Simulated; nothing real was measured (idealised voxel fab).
The following process module bears the name voxel trench capacitor.
The cross-section shown here is cut; it is 205 nm wide and divided into square cells measuring 5 nm on a side.
Bands, listed from the top down, are how a cross-section gets written in this document; the cross-section itself is a grid of square cells, and a band is one or more rows of them.
For a band, the entry starts with two heights in nm, that of the top and then that of the bottom, and carries on with the band's materials in order from left to right, each alongside its width in nm; the word "edge to edge" beside a single material means it fills the band edge to edge, and "blank" means empty space.
Where do heights start? At 0: under that level the wafer as delivered is made of one material only. And the lowest band has no floor; it just carries on downward, as in "from 0 down".
Graded width ("30..40"): value in top row of band = first number; value in bottom row = second number; row-to-row change constant.
What does "all unchanged" mean for a step? It means no cell of the cross-section changed in that step.
The entry titled "Enclosed void list" provides the empty spaces that have no open way to the top, restricted to those of 8 cells or more. Each is presented as width x height at distance, the distance being measured from the left edge, with all three in nm.
Anything after a step's settings on that line? It's the simulator's own note about the step.
Steps that use a mask can have "overlay nm" on their line. It says how far the mask sat to the right of where it was meant to be. Negative means to the left.
Process steps - plan:
1,RECEIVE | material Si
2,CONFORMAL_DEP | material SiN | thk nm 10
3,MASKED_ETCH | tone open | mask id TRENCH | width nm 25 | pitch nm 45 | etch materials SiN | depth nm 10 | overlay nm 0
4,MASKED_ETCH | tone open | mask id TRENCH | width nm 25 | pitch nm 45 | etch materials Si | depth nm 25 | overlay nm 0
5,CONFORMAL_DEP | material Al2O3 | thk nm 5
6,FILL_DEP | material polySi | thk nm 5
7,CMP | height nm 10
Delivered wafer in cross-section: state after step 1:
  from 0 down | Si edge to edge
  Enclosed void list: none
Cross-section at module end, one run error; start and plan unchanged from above:
  from 10 to 0 | 70 of SiN / 15 of polySi / 30 of SiN / 15 of polySi / 75 of SiN
  from 0 to -20 | 65 of Si / 5 of SiN / 15 of polySi / 5 of SiN / 20 of Si / 5 of SiN / 15 of polySi / 5 of SiN / 70 of Si
  from -20 to -25 | 65 of Si / 25 of SiN / 20 of Si / 25 of SiN / 70 of Si
  from -25 down | Si edge to edge
  Enclosed void list: none
What was the processing mistake? step 5 was run on a setting that differed from the plan, and what really ran there is CONFORMAL_DEP | material SiN | thk nm 5
